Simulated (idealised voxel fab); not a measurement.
The process module presented herein is designated voxel lift off.
In the cross-section labelled cut, the width is 195 nm and each square cell is 5 nm.
A cross-section is a grid of square cells, given in bands from the top down. A band is one or more rows of cells.
Band: top and bottom heights (nm) first, top before bottom; then materials from left to right, widths in nm. "all across" marks a sole material filling the band edge to edge. "blank" denotes empty space.
Ref level 0: as-received wafer is one material below here. Bottom band extends down with no lower bound ("top 0, no bottom").
Per-row width for "30->40": begins at first number (top row of band), ends at second number (bottom row), increment between rows held constant.
What does "identical to before" mean for a step? It means no cell of the cross-section changed in that step.
Listed in "Listed closed voids": every empty space of 8 or more cells without an open way to the top. Form: width x height at distance, the distance being from the left edge, all in nm.
It should be noted that, on the line of a given step, the content following the step's settings is a remark produced by the simulator itself with respect to that step.
A step's line can hold "overlay nm"; with a mask on that step, the setting says how far right of the planned place the mask lay, while a negative setting says it lay to the left.

### Process steps (planned)
1: op RECEIVE | material Si
2: op CONFORMAL_DEP | material SiN | thk nm 10
3: op PATTERN | tone open | mask id LINES | material resist | width nm 15 | pitch nm 45 | thk nm 20 | overlay nm 0
4: op DIRECTIONAL_DEP | material Ru | thk nm 5
5: op STRIP | etch materials resist
6: op CONFORMAL_DEP | material SiCN | thk nm 5

### What follows covers the first of two wafers; it ran as planned

### The cross-section here shows the wafer as received, i.e. in its state after step 1
top 0, no bottom  Si all across
Listed closed voids: none

### Wafer after step 2 (cross-section)
top 10, bottom 0  SiN all across
below 0: unchanged

### Wafer after step 3 (cross-section)
top 30, bottom 10  20 of resist / 15 of blank / 30 of resist / 15 of blank / 30 of resist / 15 of blank / 30 of resist / 15 of blank / 25 of resist
below 10: unchanged

### Wafer after step 4 (cross-section)
top 35, bottom 30  20 of Ru / 15 of blank / 30 of Ru / 15 of blank / 30 of Ru / 15 of blank / 30 of Ru / 15 of blank / 25 of Ru
top 30, bottom 15  20 of resist / 15 of blank / 30 of resist / 15 of blank / 30 of resist / 15 of blank / 30 of resist / 15 of blank / 25 of resist
top 15, bottom 10  20 of resist / 15 of Ru / 30 of resist / 15 of Ru / 30 of resist / 15 of Ru / 30 of resist / 15 of Ru / 25 of resist
below 10: unchanged

### Wafer after step 5 (cross-section)
top 15, bottom 10  20 of blank / 15 of Ru / 30 of blank / 15 of Ru / 30 of blank / 15 of Ru / 30 of blank / 15 of Ru / 25 of blank
below 10: unchanged

### Wafer after step 6 (cross-section)
top 20, bottom 15  15 of blank / 25 of SiCN / 20 of blank / 25 of SiCN / 20 of blank / 25 of SiCN / 20 of blank / 25 of SiCN / 20 of blank
top 15, bottom 10  20 of SiCN / 15 of Ru / 30 of SiCN / 15 of Ru / 30 of SiCN / 15 of Ru / 30 of SiCN / 15 of Ru / 25 of SiCN
below 10: unchanged

### The Second Wafer: Common Origin and Plan, One Mistake in Execution, Identical to the First Through Step 3

Second wafer profile in section, at the moment step 4 of the plan was meant to be complete: identical to before

### Second wafer profile in section, at the moment step 5 of the plan was meant to be complete
top 10, bottom 0  SiN all across
below 0: unchanged

### Second wafer profile in section, at the moment step 6 of the plan was meant to be complete
top 15, bottom 10  SiCN all across
below 10: unchanged
Nonconformance to the process plan: step 4 was left out
FYI, end of process, the second wafer has more or fewer cells of some materials than the first: Ru: 12 fewer, SiCN: 8 fewer
